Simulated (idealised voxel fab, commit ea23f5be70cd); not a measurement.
process module | voxel self aligned contacts
cross-section cut | 300 nm wide | cells 5 nm
A cross-section is a grid of square cells, given in bands from the top down. A band is one or more rows of cells.
Each band's line starts with the height of the band's top and of its bottom, in nm. Then come its materials from left to right, each with its width in nm. One material with "throughout" fills the band from edge to edge. "air" is empty space.
Height 0 is the level under which the wafer as received is all one material. The lowest band goes on downwards, as in "0 down".
A width such as "30 to 40" changes by the same amount from each row of cells to the next, from the band's top row to its bottom row.
"no change" after a step means that no cell of the cross-section changed.
closed voids: empty space of 8 cells or more with no open way to the top, each as width x height at its distance from the left edge, in nm
after a step's settings: what the simulator itself notes on the step
overlay nm, on a step with a mask: how far to the right of its planned place the mask lay; to the left if negative
plan
1 op RECEIVE | material Si
2 op OXIDIZE | depth nm 5
3 op DIRECTIONAL_DEP | material polySi | thk nm 25
4 op DIRECTIONAL_DEP | material SiN | thk nm 25
5 op MASKED_ETCH | tone cover | mask id GATE | width nm 30 | pitch nm 75 | etch materials SiN | depth nm 25 | overlay nm 0
6 op MASKED_ETCH | tone cover | mask id GATE | width nm 30 | pitch nm 75 | etch materials polySi | depth nm 25 | overlay nm 0
7 op CONFORMAL_DEP | material SiN | thk nm 10
8 op DIRECTIONAL_ETCH | etch materials SiN | depth nm 10
9 op FILL_DEP | material SiO2 | thk nm 15
10 op CMP | height nm 55
11 op PATTERN | tone open | mask id CONTACT | material resist | width nm 55 | pitch nm 75 | thk nm 15 | overlay nm 0
12 op DIRECTIONAL_ETCH | etch materials SiO2 | depth nm 60
13 op STRIP | etch materials resist
14 op CONFORMAL_DEP | material TiN | thk nm 5
15 op FILL_DEP | material W | thk nm 5
16 op CMP | height nm 55
17 op CONFORMAL_DEP | material SiN | thk nm 5
as received, after step 1
  0 down: Si throughout
  closed voids: none
a wafer at the end: this start, this plan, one mistake
  60 to 55: SiN throughout
  55 to 50: W 45 | TiN 40 | SiO2 55 | TiN 20 | SiO2 55 | TiN 40 | W 45
  50 to 25: W 45 | TiN 5 | SiN 50 | SiO2 25 | SiN 50 | SiO2 25 | SiN 50 | TiN 5 | W 45
  25 to 0: W 45 | TiN 5 | SiN 10 | polySi 30 | SiN 10 | SiO2 25 | SiN 10 | polySi 30 | SiN 10 | SiO2 25 | SiN 10 | polySi 30 | SiN 10 | TiN 5 | W 45
  0 to -5: TiN 50 | SiO2 200 | TiN 50
  -5 down: Si throughout
  closed voids: none
what went wrong: step 11 ran as: op PATTERN | tone cover | mask id CONTACT | material resist | width nm 55 | pitch nm 75 | thk nm 15 | overlay nm 0
